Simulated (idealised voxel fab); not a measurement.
process module | voxel fin reveal
cross-section cut | 170 nm wide | cells 5 nm
A cross-section is a grid of square cells, given in bands from the top down. A band is one or more rows of cells.
Each band's line starts with the height of the band's top and of its bottom, in nm. Then come its materials from left to right, each with its width in nm. One material with "throughout" fills the band from edge to edge. "air" is empty space.
Height 0 is the level under which the wafer as received is all one material. The lowest band goes on downwards, as in "0 down".
A width such as "30 to 40" changes by the same amount from each row of cells to the next, from the band's top row to its bottom row.
"no change" after a step means that no cell of the cross-section changed.
closed voids: empty space of 8 cells or more with no open way to the top, each as width x height at its distance from the left edge, in nm
after a step's settings: what the simulator itself notes on the step
overlay nm, on a step with a mask: how far to the right of its planned place the mask lay; to the left if negative
plan
1 op RECEIVE | material Si
2 op CONFORMAL_DEP | material SiN | thk nm 5
3 op MASKED_ETCH | tone cover | mask id FINS | width nm 15 | pitch nm 35 | etch materials SiN | depth nm 5 | overlay nm 0
4 op MASKED_ETCH | tone cover | mask id FINS | width nm 15 | pitch nm 35 | etch materials Si | depth nm 30 | overlay nm 0
5 op OXIDIZE | depth nm 5
6 op FILL_DEP | material SiO2 | thk nm 5
7 op CMP | height nm 5
8 op SELECTIVE_ETCH | etch materials SiO2 | depth nm 20
9 op STRIP | etch materials SiN
10 op CONFORMAL_DEP | material SiO2 | thk nm 5
first wafer, as planned
as received, after step 1
  0 down: Si throughout
  closed voids: none
after step 2
  5 to 0: SiN throughout
  below 0: unchanged
after step 3
  5 to 0: air 25 | SiN 15 | air 20 | SiN 15 | air 20 | SiN 15 | air 20 | SiN 15 | air 25
  below 0: unchanged
after step 4
  5 to 0: air 25 | SiN 15 | air 20 | SiN 15 | air 20 | SiN 15 | air 20 | SiN 15 | air 25
  0 to -30: air 25 | Si 15 | air 20 | Si 15 | air 20 | Si 15 | air 20 | Si 15 | air 25
  below -30: unchanged
after step 5
  5 to 0: air 25 | SiN 15 | air 20 | SiN 15 | air 20 | SiN 15 | air 20 | SiN 15 | air 25
  0 to -30: air 25 | SiO2 5 | Si 5 | SiO2 5 | air 20 | SiO2 5 | Si 5 | SiO2 5 | air 20 | SiO2 5 | Si 5 | SiO2 5 | air 20 | SiO2 5 | Si 5 | SiO2 5 | air 25
  -30 to -35: SiO2 30 | Si 5 | SiO2 30 | Si 5 | SiO2 30 | Si 5 | SiO2 30 | Si 5 | SiO2 30
  below -35: unchanged
after step 6
  10 to 5: SiO2 throughout
  5 to 0: SiO2 25 | SiN 15 | SiO2 20 | SiN 15 | SiO2 20 | SiN 15 | SiO2 20 | SiN 15 | SiO2 25
  0 to -35: SiO2 30 | Si 5 | SiO2 30 | Si 5 | SiO2 30 | Si 5 | SiO2 30 | Si 5 | SiO2 30
  below -35: unchanged
after step 7
  5 to 0: SiO2 25 | SiN 15 | SiO2 20 | SiN 15 | SiO2 20 | SiN 15 | SiO2 20 | SiN 15 | SiO2 25
  below 0: unchanged
after step 8
  5 to 0: air 25 | SiN 15 | air 20 | SiN 15 | air 20 | SiN 15 | air 20 | SiN 15 | air 25
  0 to -15: air 30 | Si 5 | air 30 | Si 5 | air 30 | Si 5 | air 30 | Si 5 | air 30
  below -15: unchanged
after step 9
  0 to -15: air 30 | Si 5 | air 30 | Si 5 | air 30 | Si 5 | air 30 | Si 5 | air 30
  below -15: unchanged
after step 10
  5 to 0: air 25 | SiO2 15 | air 20 | SiO2 15 | air 20 | SiO2 15 | air 20 | SiO2 15 | air 25
  0 to -10: air 25 | SiO2 5 | Si 5 | SiO2 5 | air 20 | SiO2 5 | Si 5 | SiO2 5 | air 20 | SiO2 5 | Si 5 | SiO2 5 | air 20 | SiO2 5 | Si 5 | SiO2 5 | air 25
  -10 to -35: SiO2 30 | Si 5 | SiO2 30 | Si 5 | SiO2 30 | Si 5 | SiO2 30 | Si 5 | SiO2 30
  below -35: unchanged
second wafer: like start, like plan, one mistake. Through step 7 it matches the first wafer
when step 8 should have ended
  5 to 0: air 25 | SiN 15 | air 20 | SiN 15 | air 20 | SiN 15 | air 20 | SiN 15 | air 25
  0 to -25: air 30 | Si 5 | air 30 | Si 5 | air 30 | Si 5 | air 30 | Si 5 | air 30
  below -25: unchanged
when step 9 should have ended
  0 to -25: air 30 | Si 5 | air 30 | Si 5 | air 30 | Si 5 | air 30 | Si 5 | air 30
  below -25: unchanged
when step 10 should have ended
  5 to 0: air 25 | SiO2 15 | air 20 | SiO2 15 | air 20 | SiO2 15 | air 20 | SiO2 15 | air 25
  0 to -20: air 25 | SiO2 5 | Si 5 | SiO2 5 | air 20 | SiO2 5 | Si 5 | SiO2 5 | air 20 | SiO2 5 | Si 5 | SiO2 5 | air 20 | SiO2 5 | Si 5 | SiO2 5 | air 25
  -20 to -35: SiO2 30 | Si 5 | SiO2 30 | Si 5 | SiO2 30 | Si 5 | SiO2 30 | Si 5 | SiO2 30
  below -35: unchanged
what went wrong: step 8 ran as: op SELECTIVE_ETCH | etch materials SiO2 | depth nm 30
at the end the second wafer has, in cells: 44 fewer of SiO2
